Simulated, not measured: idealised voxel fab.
The following is a process module called voxel wiring stack.
Pictured: cross-section cut, 195 nm wide, on a grid of 5 nm square cells.
Bands, listed from the top down, are how a cross-section gets written in this document; the cross-section itself is a grid of square cells, and a band is one or more rows of them. What a band's entry tells you: where the top is and where the bottom is, as heights in nm, and after that what lies inside, material by material from left to right, each with its width in nm. Empty space is written as the word "blank", and a single material marked with the word "everywhere" occupies the band from edge to edge. Height is counted from the level 0, under which the received wafer is composed throughout of one material. The lowest of the bands is not closed at the bottom but continues downward, in the notation "0 nm and below". Top row gets the first number, bottom row gets the second, and each row in between changes by the same step: that is how a band width like "30 to 40" works. Reading "no change occurred" for a step: not a cell of the cross-section changed in it. Enclosed voids (no open way to top), threshold 8 cells or more, entry "Closed voids list", notation width x height at distance, distance from left edge, nm. What comes after the settings on a step's line is commentary from the simulator itself on that step. "overlay nm" denotes, for a step that has a mask, the displacement of the mask to the right of its planned place, with negative values corresponding to the left.

Steps in the process plan:
- 1: RECEIVE | material Si
- 2: CONFORMAL_DEP | material SiO2 | thk nm 15
- 3: CONFORMAL_DEP | material SiN | thk nm 5
- 4: DIRECTIONAL_DEP | material lowk | thk nm 25
- 5: DIRECTIONAL_DEP | material aC | thk nm 15
- 6: PATTERN | tone open | mask id METAL_1 | material resist | width nm 25 | pitch nm 55 | thk nm 35 | overlay nm 0
- 7: DIRECTIONAL_ETCH | etch materials aC | depth nm 15
- 8: STRIP | etch materials resist
- 9: DIRECTIONAL_ETCH | etch materials lowk | depth nm 25
- 10: DIRECTIONAL_ETCH | etch materials SiN | depth nm 5
- 11: STRIP | etch materials aC
- 12: CONFORMAL_DEP | material TiN | thk nm 5
- 13: FILL_DEP | material Ru | thk nm 5
- 14: CMP | height nm 45
- 15: CONFORMAL_DEP | material SiCN | thk nm 5
- 16: DIRECTIONAL_DEP | material SiO2 | thk nm 30
- 17: PATTERN | tone open | mask id METAL_2 | material resist | width nm 25 | pitch nm 55 | thk nm 15 | overlay nm 0
- 18: DIRECTIONAL_ETCH | etch materials SiO2 | depth nm 20
- 19: STRIP | etch materials resist
- 20: DIRECTIONAL_DEP | material aC | thk nm 15
- 21: PATTERN | tone open | mask id METAL_2_HOLES | material resist | width nm 15 | pitch nm 55 | thk nm 35 | overlay nm 0
- 22: DIRECTIONAL_ETCH | etch materials aC | depth nm 15
- 23: STRIP | etch materials resist
- 24: DIRECTIONAL_ETCH | etch materials SiO2 | depth nm 10
- 25: DIRECTIONAL_ETCH | etch materials SiCN | depth nm 5
- 26: STRIP | etch materials aC
- 27: CONFORMAL_DEP | material TiN | thk nm 5
- 28: FILL_DEP | material Cu | thk nm 5
- 29: CMP | height nm 80
- 30: CONFORMAL_DEP | material SiCN | thk nm 5
- 31: DIRECTIONAL_DEP | material SiO2 | thk nm 35
- 32: PATTERN | tone open | mask id METAL_3_HOLES | material resist | width nm 15 | thk nm 20 | overlay nm 0
- 33: DIRECTIONAL_ETCH | etch materials SiO2 | depth nm 35
- 34: STRIP | etch materials resist
- 35: DIRECTIONAL_DEP | material aC | thk nm 15
- 36: PATTERN | tone open | mask id METAL_3 | material resist | width nm 25 | pitch nm 55 | thk nm 35 | overlay nm 0
- 37: DIRECTIONAL_ETCH | etch materials aC | depth nm 15
- 38: STRIP | etch materials resist
- 39: DIRECTIONAL_ETCH | etch materials SiO2 | depth nm 20
- 40: DIRECTIONAL_ETCH | etch materials SiCN | depth nm 5
- 41: STRIP | etch materials aC
- 42: CONFORMAL_DEP | material TiN | thk nm 5
- 43: FILL_DEP | material Cu | thk nm 10
- 44: CMP | height nm 120
- 45: CONFORMAL_DEP | material SiCN | thk nm 5

On the first of the two wafers: run conducted according to plan:

Cross-section of the wafer upon arrival, representing the state reached after step 1:
	0 nm and below | Si everywhere
	Closed voids list: none

State of the wafer after step 2, shown in cross-section:
	15 nm to 0 nm | SiO2 everywhere
	Everything below 0 is unchanged.

State of the wafer after step 3, shown in cross-section:
	20 nm to 15 nm | SiN everywhere
	Everything below 15 is unchanged.

State of the wafer after step 4, shown in cross-section:
	45 nm to 20 nm | lowk everywhere
	Everything below 20 is unchanged.

State of the wafer after step 5, shown in cross-section:
	60 nm to 45 nm | aC everywhere
	Everything below 45 is unchanged.

State of the wafer after step 6, shown in cross-section:
	95 nm to 60 nm | 55 nm resist; 25 nm blank; 30 nm resist; 25 nm blank; 60 nm resist
	Everything below 60 is unchanged.

State of the wafer after step 7, shown in cross-section:
	80 nm to 60 nm | 55 nm resist; 25 nm blank; 30 nm resist; 25 nm blank; 60 nm resist
	60 nm to 45 nm | 55 nm aC; 25 nm blank; 30 nm aC; 25 nm blank; 60 nm aC
	Everything below 45 is unchanged.

State of the wafer after step 8, shown in cross-section:
	60 nm to 45 nm | 55 nm aC; 25 nm blank; 30 nm aC; 25 nm blank; 60 nm aC
	Everything below 45 is unchanged.

State of the wafer after step 9, shown in cross-section:
	60 nm to 45 nm | 55 nm aC; 25 nm blank; 30 nm aC; 25 nm blank; 60 nm aC
	45 nm to 20 nm | 55 nm lowk; 25 nm blank; 30 nm lowk; 25 nm blank; 60 nm lowk
	Everything below 20 is unchanged.

State of the wafer after step 10, shown in cross-section:
	60 nm to 45 nm | 55 nm aC; 25 nm blank; 30 nm aC; 25 nm blank; 60 nm aC
	45 nm to 20 nm | 55 nm lowk; 25 nm blank; 30 nm lowk; 25 nm blank; 60 nm lowk
	20 nm to 15 nm | 55 nm SiN; 25 nm blank; 30 nm SiN; 25 nm blank; 60 nm SiN
	Everything below 15 is unchanged.

State of the wafer after step 11, shown in cross-section:
	45 nm to 20 nm | 55 nm lowk; 25 nm blank; 30 nm lowk; 25 nm blank; 60 nm lowk
	Everything below 20 is unchanged.

State of the wafer after step 12, shown in cross-section:
	50 nm to 45 nm | 60 nm TiN; 15 nm blank; 40 nm TiN; 15 nm blank; 65 nm TiN
	45 nm to 20 nm | 55 nm lowk; 5 nm TiN; 15 nm blank; 5 nm TiN; 30 nm lowk; 5 nm TiN; 15 nm blank; 5 nm TiN; 60 nm lowk
	20 nm to 15 nm | 55 nm SiN; 25 nm TiN; 30 nm SiN; 25 nm TiN; 60 nm SiN
	Everything below 15 is unchanged.

State of the wafer after step 13, shown in cross-section:
	55 nm to 50 nm | Ru everywhere
	50 nm to 45 nm | 60 nm TiN; 15 nm Ru; 40 nm TiN; 15 nm Ru; 65 nm TiN
	45 nm to 20 nm | 55 nm lowk; 5 nm TiN; 15 nm Ru; 5 nm TiN; 30 nm lowk; 5 nm TiN; 15 nm Ru; 5 nm TiN; 60 nm lowk
	Everything below 20 is unchanged.

State of the wafer after step 14, shown in cross-section:
	45 nm to 20 nm | 55 nm lowk; 5 nm TiN; 15 nm Ru; 5 nm TiN; 30 nm lowk; 5 nm TiN; 15 nm Ru; 5 nm TiN; 60 nm lowk
	Everything below 20 is unchanged.

State of the wafer after step 15, shown in cross-section:
	50 nm to 45 nm | SiCN everywhere
	Everything below 45 is unchanged.

State of the wafer after step 16, shown in cross-section:
	80 nm to 50 nm | SiO2 everywhere
	Everything below 50 is unchanged.

State of the wafer after step 17, shown in cross-section:
	95 nm to 80 nm | 55 nm resist; 25 nm blank; 30 nm resist; 25 nm blank; 60 nm resist
	Everything below 80 is unchanged.

State of the wafer after step 18, shown in cross-section:
	95 nm to 80 nm | 55 nm resist; 25 nm blank; 30 nm resist; 25 nm blank; 60 nm resist
	80 nm to 60 nm | 55 nm SiO2; 25 nm blank; 30 nm SiO2; 25 nm blank; 60 nm SiO2
	Everything below 60 is unchanged.

State of the wafer after step 19, shown in cross-section:
	80 nm to 60 nm | 55 nm SiO2; 25 nm blank; 30 nm SiO2; 25 nm blank; 60 nm SiO2
	Everything below 60 is unchanged.

State of the wafer after step 20, shown in cross-section:
	95 nm to 80 nm | 55 nm aC; 25 nm blank; 30 nm aC; 25 nm blank; 60 nm aC
	80 nm to 75 nm | 55 nm SiO2; 25 nm blank; 30 nm SiO2; 25 nm blank; 60 nm SiO2
	75 nm to 60 nm | 55 nm SiO2; 25 nm aC; 30 nm SiO2; 25 nm aC; 60 nm SiO2
	Everything below 60 is unchanged.

State of the wafer after step 21, shown in cross-section:
	130 nm to 95 nm | 55 nm resist; 15 nm blank; 40 nm resist; 15 nm blank; 70 nm resist
	95 nm to 80 nm | 55 nm aC; 15 nm blank; 10 nm resist; 30 nm aC; 15 nm blank; 10 nm resist; 60 nm aC
	80 nm to 75 nm | 55 nm SiO2; 15 nm blank; 10 nm resist; 30 nm SiO2; 15 nm blank; 10 nm resist; 60 nm SiO2
	Everything below 75 is unchanged.

State of the wafer after step 22, shown in cross-section:
	115 nm to 95 nm | 55 nm resist; 15 nm blank; 40 nm resist; 15 nm blank; 70 nm resist
	95 nm to 80 nm | 55 nm aC; 15 nm blank; 10 nm resist; 30 nm aC; 15 nm blank; 10 nm resist; 60 nm aC
	80 nm to 75 nm | 55 nm SiO2; 15 nm blank; 10 nm resist; 30 nm SiO2; 15 nm blank; 10 nm resist; 60 nm SiO2
	75 nm to 60 nm | 55 nm SiO2; 15 nm blank; 10 nm aC; 30 nm SiO2; 15 nm blank; 10 nm aC; 60 nm SiO2
	Everything below 60 is unchanged.

State of the wafer after step 23, shown in cross-section:
	95 nm to 80 nm | 55 nm aC; 25 nm blank; 30 nm aC; 25 nm blank; 60 nm aC
	80 nm to 75 nm | 55 nm SiO2; 25 nm blank; 30 nm SiO2; 25 nm blank; 60 nm SiO2
	Everything below 75 is unchanged.

State of the wafer after step 24, shown in cross-section:
	95 nm to 80 nm | 55 nm aC; 25 nm blank; 30 nm aC; 25 nm blank; 60 nm aC
	80 nm to 75 nm | 55 nm SiO2; 25 nm blank; 30 nm SiO2; 25 nm blank; 60 nm SiO2
	75 nm to 60 nm | 55 nm SiO2; 15 nm blank; 10 nm aC; 30 nm SiO2; 15 nm blank; 10 nm aC; 60 nm SiO2
	60 nm to 50 nm | 55 nm SiO2; 15 nm blank; 40 nm SiO2; 15 nm blank; 70 nm SiO2
	Everything below 50 is unchanged.

State of the wafer after step 25, shown in cross-section:
	95 nm to 80 nm | 55 nm aC; 25 nm blank; 30 nm aC; 25 nm blank; 60 nm aC
	80 nm to 75 nm | 55 nm SiO2; 25 nm blank; 30 nm SiO2; 25 nm blank; 60 nm SiO2
	75 nm to 60 nm | 55 nm SiO2; 15 nm blank; 10 nm aC; 30 nm SiO2; 15 nm blank; 10 nm aC; 60 nm SiO2
	60 nm to 50 nm | 55 nm SiO2; 15 nm blank; 40 nm SiO2; 15 nm blank; 70 nm SiO2
	50 nm to 45 nm | 55 nm SiCN; 15 nm blank; 40 nm SiCN; 15 nm blank; 70 nm SiCN
	Everything below 45 is unchanged.

State of the wafer after step 26, shown in cross-section:
	80 nm to 60 nm | 55 nm SiO2; 25 nm blank; 30 nm SiO2; 25 nm blank; 60 nm SiO2
	Everything below 60 is unchanged.

State of the wafer after step 27, shown in cross-section:
	85 nm to 80 nm | 60 nm TiN; 15 nm blank; 40 nm TiN; 15 nm blank; 65 nm TiN
	80 nm to 65 nm | 55 nm SiO2; 5 nm TiN; 15 nm blank; 5 nm TiN; 30 nm SiO2; 5 nm TiN; 15 nm blank; 5 nm TiN; 60 nm SiO2
	65 nm to 60 nm | 55 nm SiO2; 5 nm TiN; 5 nm blank; 15 nm TiN; 30 nm SiO2; 5 nm TiN; 5 nm blank; 15 nm TiN; 60 nm SiO2
	60 nm to 50 nm | 55 nm SiO2; 5 nm TiN; 5 nm blank; 5 nm TiN; 40 nm SiO2; 5 nm TiN; 5 nm blank; 5 nm TiN; 70 nm SiO2
	50 nm to 45 nm | 55 nm SiCN; 15 nm TiN; 40 nm SiCN; 15 nm TiN; 70 nm SiCN
	Everything below 45 is unchanged.

State of the wafer after step 28, shown in cross-section:
	90 nm to 85 nm | Cu everywhere
	85 nm to 80 nm | 60 nm TiN; 15 nm Cu; 40 nm TiN; 15 nm Cu; 65 nm TiN
	80 nm to 65 nm | 55 nm SiO2; 5 nm TiN; 15 nm Cu; 5 nm TiN; 30 nm SiO2; 5 nm TiN; 15 nm Cu; 5 nm TiN; 60 nm SiO2
	65 nm to 60 nm | 55 nm SiO2; 5 nm TiN; 5 nm Cu; 15 nm TiN; 30 nm SiO2; 5 nm TiN; 5 nm Cu; 15 nm TiN; 60 nm SiO2
	60 nm to 50 nm | 55 nm SiO2; 5 nm TiN; 5 nm Cu; 5 nm TiN; 40 nm SiO2; 5 nm TiN; 5 nm Cu; 5 nm TiN; 70 nm SiO2
	Everything below 50 is unchanged.

State of the wafer after step 29, shown in cross-section:
	80 nm to 65 nm | 55 nm SiO2; 5 nm TiN; 15 nm Cu; 5 nm TiN; 30 nm SiO2; 5 nm TiN; 15 nm Cu; 5 nm TiN; 60 nm SiO2
	Everything below 65 is unchanged.

State of the wafer after step 30, shown in cross-section:
	85 nm to 80 nm | SiCN everywhere
	Everything below 80 is unchanged.

State of the wafer after step 31, shown in cross-section:
	120 nm to 85 nm | SiO2 everywhere
	Everything below 85 is unchanged.

State of the wafer after step 32, shown in cross-section:
	140 nm to 120 nm | 55 nm resist; 15 nm blank; 125 nm resist
	Everything below 120 is unchanged.

State of the wafer after step 33, shown in cross-section:
	140 nm to 120 nm | 55 nm resist; 15 nm blank; 125 nm resist
	120 nm to 85 nm | 55 nm SiO2; 15 nm blank; 125 nm SiO2
	Everything below 85 is unchanged.

State of the wafer after step 34, shown in cross-section:
	120 nm to 85 nm | 55 nm SiO2; 15 nm blank; 125 nm SiO2
	Everything below 85 is unchanged.

State of the wafer after step 35, shown in cross-section:
	135 nm to 120 nm | 55 nm aC; 15 nm blank; 125 nm aC
	120 nm to 100 nm | 55 nm SiO2; 15 nm blank; 125 nm SiO2
	100 nm to 85 nm | 55 nm SiO2; 15 nm aC; 125 nm SiO2
	Everything below 85 is unchanged.

State of the wafer after step 36, shown in cross-section:
	170 nm to 135 nm | 55 nm resist; 25 nm blank; 30 nm resist; 25 nm blank; 60 nm resist
	Everything below 135 is unchanged.

State of the wafer after step 37, shown in cross-section:
	155 nm to 135 nm | 55 nm resist; 25 nm blank; 30 nm resist; 25 nm blank; 60 nm resist
	135 nm to 120 nm | 55 nm aC; 25 nm blank; 30 nm aC; 25 nm blank; 60 nm aC
	120 nm to 85 nm | 55 nm SiO2; 15 nm blank; 125 nm SiO2
	Everything below 85 is unchanged.

State of the wafer after step 38, shown in cross-section:
	135 nm to 120 nm | 55 nm aC; 25 nm blank; 30 nm aC; 25 nm blank; 60 nm aC
	Everything below 120 is unchanged.

State of the wafer after step 39, shown in cross-section:
	135 nm to 120 nm | 55 nm aC; 25 nm blank; 30 nm aC; 25 nm blank; 60 nm aC
	120 nm to 100 nm | 55 nm SiO2; 25 nm blank; 30 nm SiO2; 25 nm blank; 60 nm SiO2
	Everything below 100 is unchanged.

State of the wafer after step 40, shown in cross-section:
	135 nm to 120 nm | 55 nm aC; 25 nm blank; 30 nm aC; 25 nm blank; 60 nm aC
	120 nm to 100 nm | 55 nm SiO2; 25 nm blank; 30 nm SiO2; 25 nm blank; 60 nm SiO2
	100 nm to 85 nm | 55 nm SiO2; 15 nm blank; 125 nm SiO2
	85 nm to 80 nm | 55 nm SiCN; 15 nm blank; 125 nm SiCN
	Everything below 80 is unchanged.

State of the wafer after step 41, shown in cross-section:
	120 nm to 100 nm | 55 nm SiO2; 25 nm blank; 30 nm SiO2; 25 nm blank; 60 nm SiO2
	Everything below 100 is unchanged.

State of the wafer after step 42, shown in cross-section:
	125 nm to 120 nm | 60 nm TiN; 15 nm blank; 40 nm TiN; 15 nm blank; 65 nm TiN
	120 nm to 105 nm | 55 nm SiO2; 5 nm TiN; 15 nm blank; 5 nm TiN; 30 nm SiO2; 5 nm TiN; 15 nm blank; 5 nm TiN; 60 nm SiO2
	105 nm to 100 nm | 55 nm SiO2; 5 nm TiN; 5 nm blank; 15 nm TiN; 30 nm SiO2; 25 nm TiN; 60 nm SiO2
	100 nm to 85 nm | 55 nm SiO2; 5 nm TiN; 5 nm blank; 5 nm TiN; 125 nm SiO2
	85 nm to 80 nm | 55 nm SiCN; 15 nm TiN; 125 nm SiCN
	Everything below 80 is unchanged.

State of the wafer after step 43, shown in cross-section:
	135 nm to 125 nm | Cu everywhere
	125 nm to 120 nm | 60 nm TiN; 15 nm Cu; 40 nm TiN; 15 nm Cu; 65 nm TiN
	120 nm to 105 nm | 55 nm SiO2; 5 nm TiN; 15 nm Cu; 5 nm TiN; 30 nm SiO2; 5 nm TiN; 15 nm Cu; 5 nm TiN; 60 nm SiO2
	105 nm to 100 nm | 55 nm SiO2; 5 nm TiN; 5 nm Cu; 15 nm TiN; 30 nm SiO2; 25 nm TiN; 60 nm SiO2
	100 nm to 85 nm | 55 nm SiO2; 5 nm TiN; 5 nm Cu; 5 nm TiN; 125 nm SiO2
	Everything below 85 is unchanged.

State of the wafer after step 44, shown in cross-section:
	120 nm to 105 nm | 55 nm SiO2; 5 nm TiN; 15 nm Cu; 5 nm TiN; 30 nm SiO2; 5 nm TiN; 15 nm Cu; 5 nm TiN; 60 nm SiO2
	Everything below 105 is unchanged.

State of the wafer after step 45, shown in cross-section:
	125 nm to 120 nm | SiCN everywhere
	Everything below 120 is unchanged.

Second wafer, same starting conditions and recipe as the first, one mistake in executing it, nothing differs from the first up to and including step 20:

Second wafer, section view, time point: scheduled end of step 21:
	130 nm to 95 nm | 60 nm resist; 15 nm blank; 40 nm resist; 15 nm blank; 65 nm resist
	95 nm to 80 nm | 55 nm aC; 5 nm resist; 15 nm blank; 5 nm resist; 30 nm aC; 5 nm resist; 15 nm blank; 5 nm resist; 60 nm aC
	80 nm to 75 nm | 55 nm SiO2; 5 nm resist; 15 nm blank; 5 nm resist; 30 nm SiO2; 5 nm resist; 15 nm blank; 5 nm resist; 60 nm SiO2
	Everything below 75 is unchanged.

Second wafer, section view, time point: scheduled end of step 22:
	115 nm to 95 nm | 60 nm resist; 15 nm blank; 40 nm resist; 15 nm blank; 65 nm resist
	95 nm to 80 nm | 55 nm aC; 5 nm resist; 15 nm blank; 5 nm resist; 30 nm aC; 5 nm resist; 15 nm blank; 5 nm resist; 60 nm aC
	80 nm to 75 nm | 55 nm SiO2; 5 nm resist; 15 nm blank; 5 nm resist; 30 nm SiO2; 5 nm resist; 15 nm blank; 5 nm resist; 60 nm SiO2
	75 nm to 60 nm | 55 nm SiO2; 5 nm aC; 15 nm blank; 5 nm aC; 30 nm SiO2; 5 nm aC; 15 nm blank; 5 nm aC; 60 nm SiO2
	Everything below 60 is unchanged.

Second wafer, section view, time point: scheduled end of step 23:
	95 nm to 80 nm | 55 nm aC; 25 nm blank; 30 nm aC; 25 nm blank; 60 nm aC
	80 nm to 75 nm | 55 nm SiO2; 25 nm blank; 30 nm SiO2; 25 nm blank; 60 nm SiO2
	Everything below 75 is unchanged.

Second wafer, section view, time point: scheduled end of step 24:
	95 nm to 80 nm | 55 nm aC; 25 nm blank; 30 nm aC; 25 nm blank; 60 nm aC
	80 nm to 75 nm | 55 nm SiO2; 25 nm blank; 30 nm SiO2; 25 nm blank; 60 nm SiO2
	75 nm to 60 nm | 55 nm SiO2; 5 nm aC; 15 nm blank; 5 nm aC; 30 nm SiO2; 5 nm aC; 15 nm blank; 5 nm aC; 60 nm SiO2
	60 nm to 50 nm | 60 nm SiO2; 15 nm blank; 40 nm SiO2; 15 nm blank; 65 nm SiO2
	Everything below 50 is unchanged.

Second wafer, section view, time point: scheduled end of step 25:
	95 nm to 80 nm | 55 nm aC; 25 nm blank; 30 nm aC; 25 nm blank; 60 nm aC
	80 nm to 75 nm | 55 nm SiO2; 25 nm blank; 30 nm SiO2; 25 nm blank; 60 nm SiO2
	75 nm to 60 nm | 55 nm SiO2; 5 nm aC; 15 nm blank; 5 nm aC; 30 nm SiO2; 5 nm aC; 15 nm blank; 5 nm aC; 60 nm SiO2
	60 nm to 50 nm | 60 nm SiO2; 15 nm blank; 40 nm SiO2; 15 nm blank; 65 nm SiO2
	50 nm to 45 nm | 60 nm SiCN; 15 nm blank; 40 nm SiCN; 15 nm blank; 65 nm SiCN
	Everything below 45 is unchanged.

Second wafer, section view, time point: scheduled end of step 26:
	80 nm to 60 nm | 55 nm SiO2; 25 nm blank; 30 nm SiO2; 25 nm blank; 60 nm SiO2
	Everything below 60 is unchanged.

Second wafer, section view, time point: scheduled end of step 27:
	85 nm to 80 nm | 60 nm TiN; 15 nm blank; 40 nm TiN; 15 nm blank; 65 nm TiN
	80 nm to 65 nm | 55 nm SiO2; 5 nm TiN; 15 nm blank; 5 nm TiN; 30 nm SiO2; 5 nm TiN; 15 nm blank; 5 nm TiN; 60 nm SiO2
	65 nm to 60 nm | 55 nm SiO2; 10 nm TiN; 5 nm blank; 10 nm TiN; 30 nm SiO2; 10 nm TiN; 5 nm blank; 10 nm TiN; 60 nm SiO2
	60 nm to 50 nm | 60 nm SiO2; 5 nm TiN; 5 nm blank; 5 nm TiN; 40 nm SiO2; 5 nm TiN; 5 nm blank; 5 nm TiN; 65 nm SiO2
	50 nm to 45 nm | 60 nm SiCN; 15 nm TiN; 40 nm SiCN; 15 nm TiN; 65 nm SiCN
	Everything below 45 is unchanged.

Second wafer, section view, time point: scheduled end of step 28:
	90 nm to 85 nm | Cu everywhere
	85 nm to 80 nm | 60 nm TiN; 15 nm Cu; 40 nm TiN; 15 nm Cu; 65 nm TiN
	80 nm to 65 nm | 55 nm SiO2; 5 nm TiN; 15 nm Cu; 5 nm TiN; 30 nm SiO2; 5 nm TiN; 15 nm Cu; 5 nm TiN; 60 nm SiO2
	65 nm to 60 nm | 55 nm SiO2; 10 nm TiN; 5 nm Cu; 10 nm TiN; 30 nm SiO2; 10 nm TiN; 5 nm Cu; 10 nm TiN; 60 nm SiO2
	60 nm to 50 nm | 60 nm SiO2; 5 nm TiN; 5 nm Cu; 5 nm TiN; 40 nm SiO2; 5 nm TiN; 5 nm Cu; 5 nm TiN; 65 nm SiO2
	Everything below 50 is unchanged.

Second wafer, section view, time point: scheduled end of step 29:
	80 nm to 65 nm | 55 nm SiO2; 5 nm TiN; 15 nm Cu; 5 nm TiN; 30 nm SiO2; 5 nm TiN; 15 nm Cu; 5 nm TiN; 60 nm SiO2
	Everything below 65 is unchanged.

Second wafer, section view, time point: scheduled end of step 30:
	85 nm to 80 nm | SiCN everywhere
	Everything below 80 is unchanged.

Second wafer, section view, time point: scheduled end of step 31:
	120 nm to 85 nm | SiO2 everywhere
	Everything below 85 is unchanged.

Second wafer, section view, time point: scheduled end of step 32:
	140 nm to 120 nm | 55 nm resist; 15 nm blank; 125 nm resist
	Everything below 120 is unchanged.

Second wafer, section view, time point: scheduled end of step 33:
	140 nm to 120 nm | 55 nm resist; 15 nm blank; 125 nm resist
	120 nm to 85 nm | 55 nm SiO2; 15 nm blank; 125 nm SiO2
	Everything below 85 is unchanged.

Second wafer, section view, time point: scheduled end of step 34:
	120 nm to 85 nm | 55 nm SiO2; 15 nm blank; 125 nm SiO2
	Everything below 85 is unchanged.

Second wafer, section view, time point: scheduled end of step 35:
	135 nm to 120 nm | 55 nm aC; 15 nm blank; 125 nm aC
	120 nm to 100 nm | 55 nm SiO2; 15 nm blank; 125 nm SiO2
	100 nm to 85 nm | 55 nm SiO2; 15 nm aC; 125 nm SiO2
	Everything below 85 is unchanged.

Second wafer, section view, time point: scheduled end of step 36:
	170 nm to 135 nm | 55 nm resist; 25 nm blank; 30 nm resist; 25 nm blank; 60 nm resist
	Everything below 135 is unchanged.

Second wafer, section view, time point: scheduled end of step 37:
	155 nm to 135 nm | 55 nm resist; 25 nm blank; 30 nm resist; 25 nm blank; 60 nm resist
	135 nm to 120 nm | 55 nm aC; 25 nm blank; 30 nm aC; 25 nm blank; 60 nm aC
	120 nm to 85 nm | 55 nm SiO2; 15 nm blank; 125 nm SiO2
	Everything below 85 is unchanged.

Second wafer, section view, time point: scheduled end of step 38:
	135 nm to 120 nm | 55 nm aC; 25 nm blank; 30 nm aC; 25 nm blank; 60 nm aC
	Everything below 120 is unchanged.

Second wafer, section view, time point: scheduled end of step 39:
	135 nm to 120 nm | 55 nm aC; 25 nm blank; 30 nm aC; 25 nm blank; 60 nm aC
	120 nm to 100 nm | 55 nm SiO2; 25 nm blank; 30 nm SiO2; 25 nm blank; 60 nm SiO2
	Everything below 100 is unchanged.

Second wafer, section view, time point: scheduled end of step 40:
	135 nm to 120 nm | 55 nm aC; 25 nm blank; 30 nm aC; 25 nm blank; 60 nm aC
	120 nm to 100 nm | 55 nm SiO2; 25 nm blank; 30 nm SiO2; 25 nm blank; 60 nm SiO2
	100 nm to 85 nm | 55 nm SiO2; 15 nm blank; 125 nm SiO2
	85 nm to 80 nm | 55 nm SiCN; 15 nm blank; 125 nm SiCN
	Everything below 80 is unchanged.

Second wafer, section view, time point: scheduled end of step 41:
	120 nm to 100 nm | 55 nm SiO2; 25 nm blank; 30 nm SiO2; 25 nm blank; 60 nm SiO2
	Everything below 100 is unchanged.

Second wafer, section view, time point: scheduled end of step 42:
	125 nm to 120 nm | 60 nm TiN; 15 nm blank; 40 nm TiN; 15 nm blank; 65 nm TiN
	120 nm to 105 nm | 55 nm SiO2; 5 nm TiN; 15 nm blank; 5 nm TiN; 30 nm SiO2; 5 nm TiN; 15 nm blank; 5 nm TiN; 60 nm SiO2
	105 nm to 100 nm | 55 nm SiO2; 5 nm TiN; 5 nm blank; 15 nm TiN; 30 nm SiO2; 25 nm TiN; 60 nm SiO2
	100 nm to 85 nm | 55 nm SiO2; 5 nm TiN; 5 nm blank; 5 nm TiN; 125 nm SiO2
	85 nm to 80 nm | 55 nm SiCN; 15 nm TiN; 125 nm SiCN
	Everything below 80 is unchanged.

Second wafer, section view, time point: scheduled end of step 43:
	135 nm to 125 nm | Cu everywhere
	125 nm to 120 nm | 60 nm TiN; 15 nm Cu; 40 nm TiN; 15 nm Cu; 65 nm TiN
	120 nm to 105 nm | 55 nm SiO2; 5 nm TiN; 15 nm Cu; 5 nm TiN; 30 nm SiO2; 5 nm TiN; 15 nm Cu; 5 nm TiN; 60 nm SiO2
	105 nm to 100 nm | 55 nm SiO2; 5 nm TiN; 5 nm Cu; 15 nm TiN; 30 nm SiO2; 25 nm TiN; 60 nm SiO2
	100 nm to 85 nm | 55 nm SiO2; 5 nm TiN; 5 nm Cu; 5 nm TiN; 125 nm SiO2
	Everything below 85 is unchanged.

Second wafer, section view, time point: scheduled end of step 44:
	120 nm to 105 nm | 55 nm SiO2; 5 nm TiN; 15 nm Cu; 5 nm TiN; 30 nm SiO2; 5 nm TiN; 15 nm Cu; 5 nm TiN; 60 nm SiO2
	Everything below 105 is unchanged.

Second wafer, section view, time point: scheduled end of step 45:
	125 nm to 120 nm | SiCN everywhere
	Everything below 120 is unchanged.
Finding, execution versus plan: it should be noted that step 21 was executed with settings other than those planned, the operation and settings actually applied being PATTERN | tone open | mask id METAL_2_HOLES | material resist | width nm 15 | pitch nm 55 | thk nm 35 | overlay nm 5
If you tally the cells, the second wafer ends up with the same amount of every material as the first; it's all just sitting in different places.
